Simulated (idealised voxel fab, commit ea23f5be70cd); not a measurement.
process module | voxel self aligned vias
cross-section cut | 260 nm wide | cells 5 nm
A cross-section is a grid of square cells, given in bands from the top down. A band is one or more rows of cells.
Each band's line starts with the height of the band's top and of its bottom, in nm. Then come its materials from left to right, each with its width in nm. One material with "throughout" fills the band from edge to edge. "air" is empty space.
Height 0 is the level under which the wafer as received is all one material. The lowest band goes on downwards, as in "0 down".
A width such as "30 to 40" changes by the same amount from each row of cells to the next, from the band's top row to its bottom row.
"no change" after a step means that no cell of the cross-section changed.
closed voids: empty space of 8 cells or more with no open way to the top, each as width x height at its distance from the left edge, in nm
after a step's settings: what the simulator itself notes on the step
overlay nm, on a step with a mask: how far to the right of its planned place the mask lay; to the left if negative
plan
1 op RECEIVE | material Si
2 op CONFORMAL_DEP | material SiO2 | thk nm 10
3 op CONFORMAL_DEP | material SiCN | thk nm 5
4 op DIRECTIONAL_DEP | material lowk | thk nm 20
5 op DIRECTIONAL_DEP | material aC | thk nm 15
6 op PATTERN | tone open | mask id LINES | material resist | width nm 25 | pitch nm 75 | thk nm 35 | overlay nm 0
7 op DIRECTIONAL_ETCH | etch materials aC | depth nm 15
8 op STRIP | etch materials resist
9 op DIRECTIONAL_ETCH | etch materials lowk | depth nm 20
10 op STRIP | etch materials aC
11 op CONFORMAL_DEP | material TiN | thk nm 5
12 op FILL_DEP | material W | thk nm 10
13 op CMP | height nm 35
14 op SELECTIVE_ETCH | etch materials W Ru TiN | depth nm 5
15 op FILL_DEP | material SiN | thk nm 10
16 op CMP | height nm 35
17 op DIRECTIONAL_DEP | material lowk | thk nm 15
18 op MASKED_ETCH | tone open | mask id VIAS | width nm 45 | etch materials lowk | depth nm 15 | overlay nm 0
19 op MASKED_ETCH | tone open | mask id VIAS | width nm 45 | etch materials SiN | depth nm 5 | overlay nm 0
20 op CONFORMAL_DEP | material TiN | thk nm 5
21 op FILL_DEP | material Cu | thk nm 5
22 op CMP | height nm 50
23 op CONFORMAL_DEP | material SiN | thk nm 5
first wafer, as planned
as received, after step 1
  0 down: Si throughout
  closed voids: none
after step 2
  10 to 0: SiO2 throughout
  below 0: unchanged
after step 3
  15 to 10: SiCN throughout
  below 10: unchanged
after step 4
  35 to 15: lowk throughout
  below 15: unchanged
after step 5
  50 to 35: aC throughout
  below 35: unchanged
after step 6
  85 to 50: resist 80 | air 25 | resist 50 | air 25 | resist 80
  below 50: unchanged
after step 7
  70 to 50: resist 80 | air 25 | resist 50 | air 25 | resist 80
  50 to 35: aC 80 | air 25 | aC 50 | air 25 | aC 80
  below 35: unchanged
after step 8
  50 to 35: aC 80 | air 25 | aC 50 | air 25 | aC 80
  below 35: unchanged
after step 9
  50 to 35: aC 80 | air 25 | aC 50 | air 25 | aC 80
  35 to 15: lowk 80 | air 25 | lowk 50 | air 25 | lowk 80
  below 15: unchanged
after step 10
  35 to 15: lowk 80 | air 25 | lowk 50 | air 25 | lowk 80
  below 15: unchanged
after step 11
  40 to 35: TiN 85 | air 15 | TiN 60 | air 15 | TiN 85
  35 to 20: lowk 80 | TiN 5 | air 15 | TiN 5 | lowk 50 | TiN 5 | air 15 | TiN 5 | lowk 80
  20 to 15: lowk 80 | TiN 25 | lowk 50 | TiN 25 | lowk 80
  below 15: unchanged
after step 12
  50 to 40: W throughout
  40 to 35: TiN 85 | W 15 | TiN 60 | W 15 | TiN 85
  35 to 20: lowk 80 | TiN 5 | W 15 | TiN 5 | lowk 50 | TiN 5 | W 15 | TiN 5 | lowk 80
  below 20: unchanged
after step 13
  35 to 20: lowk 80 | TiN 5 | W 15 | TiN 5 | lowk 50 | TiN 5 | W 15 | TiN 5 | lowk 80
  below 20: unchanged
after step 14
  35 to 30: lowk 80 | air 25 | lowk 50 | air 25 | lowk 80
  below 30: unchanged
after step 15
  45 to 35: SiN throughout
  35 to 30: lowk 80 | SiN 25 | lowk 50 | SiN 25 | lowk 80
  below 30: unchanged
after step 16
  35 to 30: lowk 80 | SiN 25 | lowk 50 | SiN 25 | lowk 80
  below 30: unchanged
after step 17
  50 to 35: lowk throughout
  below 35: unchanged
after step 18
  50 to 35: lowk 70 | air 45 | lowk 145
  below 35: unchanged
after step 19
  50 to 35: lowk 70 | air 45 | lowk 145
  35 to 30: lowk 80 | air 25 | lowk 50 | SiN 25 | lowk 80
  below 30: unchanged
after step 20
  55 to 50: TiN 75 | air 35 | TiN 150
  50 to 40: lowk 70 | TiN 5 | air 35 | TiN 5 | lowk 145
  40 to 35: lowk 70 | TiN 15 | air 15 | TiN 15 | lowk 145
  35 to 30: lowk 80 | TiN 25 | lowk 50 | SiN 25 | lowk 80
  below 30: unchanged
after step 21
  60 to 55: Cu throughout
  55 to 50: TiN 75 | Cu 35 | TiN 150
  50 to 40: lowk 70 | TiN 5 | Cu 35 | TiN 5 | lowk 145
  40 to 35: lowk 70 | TiN 15 | Cu 15 | TiN 15 | lowk 145
  below 35: unchanged
after step 22
  50 to 40: lowk 70 | TiN 5 | Cu 35 | TiN 5 | lowk 145
  below 40: unchanged
after step 23
  55 to 50: SiN throughout
  below 50: unchanged
second wafer: like start, like plan, one mistake. Through step 5 it matches the first wafer
when step 6 should have ended
  85 to 50: resist 85 | air 15 | resist 60 | air 15 | resist 85
  below 50: unchanged
when step 7 should have ended
  70 to 50: resist 85 | air 15 | resist 60 | air 15 | resist 85
  50 to 35: aC 85 | air 15 | aC 60 | air 15 | aC 85
  below 35: unchanged
when step 8 should have ended
  50 to 35: aC 85 | air 15 | aC 60 | air 15 | aC 85
  below 35: unchanged
when step 9 should have ended
  50 to 35: aC 85 | air 15 | aC 60 | air 15 | aC 85
  35 to 15: lowk 85 | air 15 | lowk 60 | air 15 | lowk 85
  below 15: unchanged
when step 10 should have ended
  35 to 15: lowk 85 | air 15 | lowk 60 | air 15 | lowk 85
  below 15: unchanged
when step 11 should have ended
  40 to 35: TiN 90 | air 5 | TiN 70 | air 5 | TiN 90
  35 to 20: lowk 85 | TiN 5 | air 5 | TiN 5 | lowk 60 | TiN 5 | air 5 | TiN 5 | lowk 85
  20 to 15: lowk 85 | TiN 15 | lowk 60 | TiN 15 | lowk 85
  below 15: unchanged
when step 12 should have ended
  50 to 40: W throughout
  40 to 35: TiN 90 | W 5 | TiN 70 | W 5 | TiN 90
  35 to 20: lowk 85 | TiN 5 | W 5 | TiN 5 | lowk 60 | TiN 5 | W 5 | TiN 5 | lowk 85
  below 20: unchanged
when step 13 should have ended
  35 to 20: lowk 85 | TiN 5 | W 5 | TiN 5 | lowk 60 | TiN 5 | W 5 | TiN 5 | lowk 85
  below 20: unchanged
when step 14 should have ended
  35 to 30: lowk 85 | air 15 | lowk 60 | air 15 | lowk 85
  below 30: unchanged
when step 15 should have ended
  45 to 35: SiN throughout
  35 to 30: lowk 85 | SiN 15 | lowk 60 | SiN 15 | lowk 85
  below 30: unchanged
when step 16 should have ended
  35 to 30: lowk 85 | SiN 15 | lowk 60 | SiN 15 | lowk 85
  below 30: unchanged
when step 17 should have ended
  50 to 35: lowk throughout
  below 35: unchanged
when step 18 should have ended
  50 to 35: lowk 70 | air 45 | lowk 145
  below 35: unchanged
when step 19 should have ended
  50 to 35: lowk 70 | air 45 | lowk 145
  35 to 30: lowk 85 | air 15 | lowk 60 | SiN 15 | lowk 85
  below 30: unchanged
when step 20 should have ended
  55 to 50: TiN 75 | air 35 | TiN 150
  50 to 40: lowk 70 | TiN 5 | air 35 | TiN 5 | lowk 145
  40 to 35: lowk 70 | TiN 20 | air 5 | TiN 20 | lowk 145
  35 to 30: lowk 85 | TiN 15 | lowk 60 | SiN 15 | lowk 85
  below 30: unchanged
when step 21 should have ended
  60 to 55: Cu throughout
  55 to 50: TiN 75 | Cu 35 | TiN 150
  50 to 40: lowk 70 | TiN 5 | Cu 35 | TiN 5 | lowk 145
  40 to 35: lowk 70 | TiN 20 | Cu 5 | TiN 20 | lowk 145
  below 35: unchanged
when step 22 should have ended
  50 to 40: lowk 70 | TiN 5 | Cu 35 | TiN 5 | lowk 145
  below 40: unchanged
when step 23 should have ended
  55 to 50: SiN throughout
  below 50: unchanged
what went wrong: step 6 ran as: op PATTERN | tone open | mask id LINES | material resist | width nm 15 | pitch nm 75 | thk nm 35 | overlay nm 0
at the end the second wafer has, in cells: 2 fewer of Cu | 2 fewer of SiN | 4 fewer of TiN | 8 fewer of W | 16 more of lowk
